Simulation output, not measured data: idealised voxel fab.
process module | voxel capacitor over wiring
cross-section cut | 285 nm wide | cells 5 nm
A cross-section is a grid of square cells, given in bands from the top down. A band is one or more rows of cells.
Each band's line starts with the height of the band's top and of its bottom, in nm. Then come its materials from left to right, each with its width in nm. One material with "throughout" fills the band from edge to edge. "air" is empty space.
Height 0 is the level under which the wafer as received is all one material. The lowest band goes on downwards, as in "0 down".
A width such as "30 to 40" changes by the same amount from each row of cells to the next, from the band's top row to its bottom row.
"no change" after a step means that no cell of the cross-section changed.
closed voids: empty space of 8 cells or more with no open way to the top, each as width x height at its distance from the left edge, in nm
after a step's settings: what the simulator itself notes on the step
overlay nm, on a step with a mask: how far to the right of its planned place the mask lay; to the left if negative
plan
1 op RECEIVE | material Si
2 op CONFORMAL_DEP | material SiO2 | thk nm 15
3 op CONFORMAL_DEP | material SiCN | thk nm 5
4 op DIRECTIONAL_DEP | material SiO2 | thk nm 20
5 op DIRECTIONAL_DEP | material aC | thk nm 10
6 op PATTERN | tone open | mask id METAL_1 | material resist | width nm 20 | pitch nm 75 | thk nm 30 | overlay nm 0
7 op DIRECTIONAL_ETCH | etch materials aC | depth nm 10
8 op STRIP | etch materials resist
9 op DIRECTIONAL_ETCH | etch materials SiO2 | depth nm 20
10 op DIRECTIONAL_ETCH | etch materials SiCN | depth nm 5
11 op STRIP | etch materials aC
12 op CONFORMAL_DEP | material TiN | thk nm 5
13 op FILL_DEP | material Cu | thk nm 10
14 op CMP | height nm 40
15 op EPI | material Ru | thk nm 5
16 op FILL_DEP | material SiCN | thk nm 5
17 op DIRECTIONAL_DEP | material lowk | thk nm 10
18 op PATTERN | tone open | mask id PLUG_1 | material resist | width nm 15 | thk nm 15 | overlay nm 0
19 op DIRECTIONAL_ETCH | etch materials lowk | depth nm 10
20 op DIRECTIONAL_ETCH | etch materials SiCN | depth nm 5
21 op STRIP | etch materials resist
22 op CONFORMAL_DEP | material TiN | thk nm 5
23 op FILL_DEP | material W | thk nm 5
24 op CMP | height nm 60
25 op DIRECTIONAL_DEP | material TiN | thk nm 5
26 op DIRECTIONAL_DEP | material HfO2 | thk nm 5
27 op DIRECTIONAL_DEP | material TiN | thk nm 5
28 op PATTERN | tone cover | mask id UPPER_PLATE | material resist | width nm 60 | thk nm 15 | overlay nm 0
29 op DIRECTIONAL_ETCH | etch materials TiN | depth nm 5
30 op DIRECTIONAL_ETCH | etch materials HfO2 | depth nm 5
31 op STRIP | etch materials resist
32 op MASKED_ETCH | tone cover | mask id LOWER_PLATE | width nm 70 | etch materials TiN | depth nm 5 | overlay nm 0
33 op FILL_DEP | material SiO2 | thk nm 20
34 op CMP | height nm 90
35 op DIRECTIONAL_DEP | material aC | thk nm 10
36 op PATTERN | tone open | mask id PLUG_2 | material resist | width nm 15 | thk nm 30 | overlay nm 0
37 op DIRECTIONAL_ETCH | etch materials aC | depth nm 10
38 op STRIP | etch materials resist
39 op DIRECTIONAL_ETCH | etch materials SiO2 | depth nm 15
40 op STRIP | etch materials aC
41 op CONFORMAL_DEP | material TiN | thk nm 5
42 op FILL_DEP | material W | thk nm 5
43 op CMP | height nm 90
44 op CONFORMAL_DEP | material SiN | thk nm 5
as received, after step 1
  0 down: Si throughout
  closed voids: none
a wafer at the end: this start, this plan, one mistake
  95 to 90: SiN throughout
  90 to 80: SiO2 110 | TiN 5 | W 5 | TiN 5 | SiO2 160
  80 to 70: SiO2 110 to 100 | TiN 15 to 60 | SiO2 160 to 125
  70 to 65: SiO2 100 | HfO2 60 | SiO2 125
  65 to 60: SiO2 95 | TiN 70 | SiO2 120
  60 to 50: lowk 100 | SiCN 5 | W 5 | SiCN 5 | lowk 170
  50 to 45: SiCN throughout
  45 to 40: SiCN 90 | Ru 30 | SiCN 45 | Ru 30 | SiCN 90
  40 to 20: SiO2 95 | TiN 5 | Cu 10 | TiN 5 | SiO2 55 | TiN 5 | Cu 10 | TiN 5 | SiO2 95
  20 to 15: SiCN 95 | TiN 20 | SiCN 55 | TiN 20 | SiCN 95
  15 to 0: SiO2 throughout
  0 down: Si throughout
  closed voids: none
what went wrong: step 22 ran as: op CONFORMAL_DEP | material SiCN | thk nm 5
